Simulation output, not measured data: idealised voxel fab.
process module | voxel transistor to metal
cross-section cut | 295 nm wide | cells 5 nm
A cross-section is a grid of square cells, given in bands from the top down. A band is one or more rows of cells.
Each band's line starts with the height of the band's top and of its bottom, in nm. Then come its materials from left to right, each with its width in nm. One material with "throughout" fills the band from edge to edge. "air" is empty space.
Height 0 is the level under which the wafer as received is all one material. The lowest band goes on downwards, as in "0 down".
A width such as "30 to 40" changes by the same amount from each row of cells to the next, from the band's top row to its bottom row.
"no change" after a step means that no cell of the cross-section changed.
closed voids: empty space of 8 cells or more with no open way to the top, each as width x height at its distance from the left edge, in nm
after a step's settings: what the simulator itself notes on the step
overlay nm, on a step with a mask: how far to the right of its planned place the mask lay; to the left if negative
plan
1 op RECEIVE | material Si
2 op CONFORMAL_DEP | material SiO2 | thk nm 5
3 op CONFORMAL_DEP | material SiN | thk nm 15
4 op PATTERN | tone cover | mask id ACTIVE | material resist | width nm 105 | pitch nm 130 | thk nm 20 | overlay nm 0
5 op DIRECTIONAL_ETCH | etch materials SiN | depth nm 15
6 op DIRECTIONAL_ETCH | etch materials SiO2 | depth nm 5
7 op DIRECTIONAL_ETCH | etch materials Si | depth nm 30
8 op STRIP | etch materials resist
9 op OXIDIZE | depth nm 5
10 op FILL_DEP | material SiO2 | thk nm 15
11 op CMP | height nm 20
12 op SELECTIVE_ETCH | etch materials SiO2 | depth nm 15
13 op STRIP | etch materials SiN
14 op SELECTIVE_ETCH | etch materials SiO2 | depth nm 5
15 op OXIDIZE | depth nm 5
16 op DIRECTIONAL_DEP | material polySi | thk nm 25
17 op DIRECTIONAL_DEP | material SiCN | thk nm 15
18 op DIRECTIONAL_DEP | material aC | thk nm 10
19 op PATTERN | tone cover | mask id GATE | material resist | width nm 25 | pitch nm 130 | thk nm 25 | overlay nm 0
20 op DIRECTIONAL_ETCH | etch materials aC | depth nm 10
21 op STRIP | etch materials resist
22 op DIRECTIONAL_ETCH | etch materials SiCN | depth nm 25
23 op DIRECTIONAL_ETCH | etch materials polySi | depth nm 35
24 op STRIP | etch materials aC
25 op CONFORMAL_DEP | material SiN | thk nm 5
26 op DIRECTIONAL_ETCH | etch materials SiN | depth nm 5
27 op DIRECTIONAL_ETCH | etch materials SiO2 | depth nm 5
28 op DIRECTIONAL_ETCH | etch materials Si | depth nm 10
29 op EPI | material nSi | thk nm 15
30 op FILL_DEP | material SiO2 | thk nm 5
31 op CMP | height nm 40
32 op DIRECTIONAL_DEP | material SiO2 | thk nm 10
33 op PATTERN | tone open | mask id CONTACT | material resist | width nm 30 | pitch nm 65 | thk nm 15 | overlay nm 0
34 op DIRECTIONAL_ETCH | etch materials SiO2 | depth nm 50
35 op STRIP | etch materials resist
36 op CONFORMAL_DEP | material TiN | thk nm 5
37 op FILL_DEP | material W | thk nm 5
38 op CMP | height nm 50
39 op DIRECTIONAL_DEP | material TiN | thk nm 5
40 op DIRECTIONAL_DEP | material Ru | thk nm 15
41 op MASKED_ETCH | tone cover | mask id METAL_1 | width nm 15 | etch materials Ru | depth nm 15 | overlay nm 0
42 op MASKED_ETCH | tone cover | mask id METAL_1 | width nm 15 | etch materials TiN | depth nm 5 | overlay nm 0
43 op CONFORMAL_DEP | material SiN | thk nm 5
44 op FILL_DEP | material SiO2 | thk nm 5
45 op CMP | height nm 70
46 op CONFORMAL_DEP | material SiCN | thk nm 5
47 op DIRECTIONAL_DEP | material SiO2 | thk nm 25
48 op DIRECTIONAL_DEP | material aC | thk nm 10
49 op PATTERN | tone open | mask id METAL_2 | material resist | width nm 15 | pitch nm 130 | thk nm 30 | overlay nm 0
50 op DIRECTIONAL_ETCH | etch materials aC | depth nm 10
51 op STRIP | etch materials resist
52 op DIRECTIONAL_ETCH | etch materials SiO2 | depth nm 15
53 op STRIP | etch materials aC
54 op MASKED_ETCH | tone open | mask id METAL_2_HOLES | width nm 15 | pitch nm 130 | etch materials SiO2 | depth nm 10 | overlay nm 0
55 op MASKED_ETCH | tone open | mask id METAL_2_HOLES | width nm 15 | pitch nm 130 | etch materials SiCN | depth nm 5 | overlay nm 0
56 op CONFORMAL_DEP | material TiN | thk nm 5
57 op FILL_DEP | material Ru | thk nm 10
58 op CMP | height nm 100
59 op CONFORMAL_DEP | material SiN | thk nm 5
as received, after step 1
  0 down: Si throughout
  closed voids: none
first wafer at the end, as planned
  105 to 100: SiN throughout
  100 to 75: SiO2 35 | TiN 5 | Ru 5 | TiN 5 | SiO2 115 | TiN 5 | Ru 5 | TiN 5 | SiO2 115
  75 to 70: SiCN 35 | TiN 15 | SiCN 115 | TiN 15 | SiCN 115
  70 to 55: SiO2 30 | SiN 5 | Ru 15 | SiN 5 | SiO2 55 | SiN 5 | Ru 15 | SiN 5 | SiO2 25 | SiN 5 | Ru 15 | SiN 5 | SiO2 55 | SiN 5 | Ru 15 | SiN 5 | SiO2 30
  55 to 50: SiN 35 | TiN 15 | SiN 65 | TiN 15 | SiN 35 | TiN 15 | SiN 65 | TiN 15 | SiN 35
  50 to 40: SiO2 35 | TiN 5 | W 20 | TiN 5 | SiO2 35 | TiN 5 | W 20 | TiN 5 | SiO2 35 | TiN 5 | W 20 | TiN 5 | SiO2 35 | TiN 5 | W 20 | TiN 5 | SiO2 35
  40 to 25: SiO2 35 | TiN 5 | W 20 | TiN 5 | SiN 5 | SiCN 25 | SiN 5 | TiN 5 | W 20 | TiN 5 | SiO2 35 | TiN 5 | W 20 | TiN 5 | SiN 5 | SiCN 25 | SiN 5 | TiN 5 | W 20 | TiN 5 | SiO2 35
  25 to 15: SiO2 35 | TiN 5 | W 20 | TiN 5 | SiN 5 | polySi 25 | SiN 5 | TiN 5 | W 20 | TiN 5 | SiO2 35 | TiN 5 | W 20 | TiN 5 | SiN 5 | polySi 25 | SiN 5 | TiN 5 | W 20 | TiN 5 | SiO2 35
  15 to 10: SiO2 35 | TiN 5 | W 5 | TiN 20 | SiN 5 | polySi 25 | SiN 5 | TiN 20 | W 5 | TiN 5 | SiO2 35 | TiN 5 | W 5 | TiN 20 | SiN 5 | polySi 25 | SiN 5 | TiN 20 | W 5 | TiN 5 | SiO2 35
  10 to 5: SiO2 35 | TiN 5 | W 5 | TiN 5 | nSi 15 | SiN 5 | polySi 25 | SiN 5 | nSi 15 | TiN 5 | W 5 | TiN 5 | SiO2 35 | TiN 5 | W 5 | TiN 5 | nSi 15 | SiN 5 | polySi 25 | SiN 5 | nSi 15 | TiN 5 | W 5 | TiN 5 | SiO2 35
  5 to 0: SiO2 35 | TiN 15 | nSi 15 | SiN 5 | polySi 25 | SiN 5 | nSi 15 | TiN 15 | SiO2 35 | TiN 15 | nSi 15 | SiN 5 | polySi 25 | SiN 5 | nSi 15 | TiN 15 | SiO2 35
  0 to -5: SiO2 30 | nSi 35 | SiO2 35 | nSi 35 | SiO2 25 | nSi 35 | SiO2 35 | nSi 35 | SiO2 30
  -5 to -15: SiO2 35 | nSi 30 | Si 35 | nSi 30 | SiO2 35 | nSi 30 | Si 35 | nSi 30 | SiO2 35
  -15 to -35: SiO2 35 | Si 95 | SiO2 35 | Si 95 | SiO2 35
  -35 down: Si throughout
  closed voids: none
second wafer at the end: like start, like plan, one mistake
  105 to 100: SiN throughout
  100 to 95: TiN 40 | Ru 5 | TiN 125 | Ru 5 | TiN 120
  95 to 90: SiO2 35 | TiN 5 | Ru 5 | TiN 5 | SiO2 115 | TiN 5 | Ru 5 | TiN 5 | SiO2 115
  90 to 85: SiO2 35 | TiN 15 | SiO2 115 | TiN 15 | SiO2 115
  85 to 75: aC throughout
  75 to 70: SiCN throughout
  70 to 55: SiO2 30 | SiN 5 | Ru 15 | SiN 5 | SiO2 55 | SiN 5 | Ru 15 | SiN 5 | SiO2 25 | SiN 5 | Ru 15 | SiN 5 | SiO2 55 | SiN 5 | Ru 15 | SiN 5 | SiO2 30
  55 to 50: SiN 35 | TiN 15 | SiN 65 | TiN 15 | SiN 35 | TiN 15 | SiN 65 | TiN 15 | SiN 35
  50 to 40: SiO2 35 | TiN 5 | W 20 | TiN 5 | SiO2 35 | TiN 5 | W 20 | TiN 5 | SiO2 35 | TiN 5 | W 20 | TiN 5 | SiO2 35 | TiN 5 | W 20 | TiN 5 | SiO2 35
  40 to 25: SiO2 35 | TiN 5 | W 20 | TiN 5 | SiN 5 | SiCN 25 | SiN 5 | TiN 5 | W 20 | TiN 5 | SiO2 35 | TiN 5 | W 20 | TiN 5 | SiN 5 | SiCN 25 | SiN 5 | TiN 5 | W 20 | TiN 5 | SiO2 35
  25 to 15: SiO2 35 | TiN 5 | W 20 | TiN 5 | SiN 5 | polySi 25 | SiN 5 | TiN 5 | W 20 | TiN 5 | SiO2 35 | TiN 5 | W 20 | TiN 5 | SiN 5 | polySi 25 | SiN 5 | TiN 5 | W 20 | TiN 5 | SiO2 35
  15 to 10: SiO2 35 | TiN 5 | W 5 | TiN 20 | SiN 5 | polySi 25 | SiN 5 | TiN 20 | W 5 | TiN 5 | SiO2 35 | TiN 5 | W 5 | TiN 20 | SiN 5 | polySi 25 | SiN 5 | TiN 20 | W 5 | TiN 5 | SiO2 35
  10 to 5: SiO2 35 | TiN 5 | W 5 | TiN 5 | nSi 15 | SiN 5 | polySi 25 | SiN 5 | nSi 15 | TiN 5 | W 5 | TiN 5 | SiO2 35 | TiN 5 | W 5 | TiN 5 | nSi 15 | SiN 5 | polySi 25 | SiN 5 | nSi 15 | TiN 5 | W 5 | TiN 5 | SiO2 35
  5 to 0: SiO2 35 | TiN 15 | nSi 15 | SiN 5 | polySi 25 | SiN 5 | nSi 15 | TiN 15 | SiO2 35 | TiN 15 | nSi 15 | SiN 5 | polySi 25 | SiN 5 | nSi 15 | TiN 15 | SiO2 35
  0 to -5: SiO2 30 | nSi 35 | SiO2 35 | nSi 35 | SiO2 25 | nSi 35 | SiO2 35 | nSi 35 | SiO2 30
  -5 to -15: SiO2 35 | nSi 30 | Si 35 | nSi 30 | SiO2 35 | nSi 30 | Si 35 | nSi 30 | SiO2 35
  -15 to -35: SiO2 35 | Si 95 | SiO2 35 | Si 95 | SiO2 35
  -35 down: Si throughout
  closed voids: none
what went wrong: steps 47 and 48 were swapped
at the end the second wafer has, in cells: 6 fewer of Ru | 6 more of SiCN | 159 fewer of SiO2 | 41 more of TiN | 118 more of aC
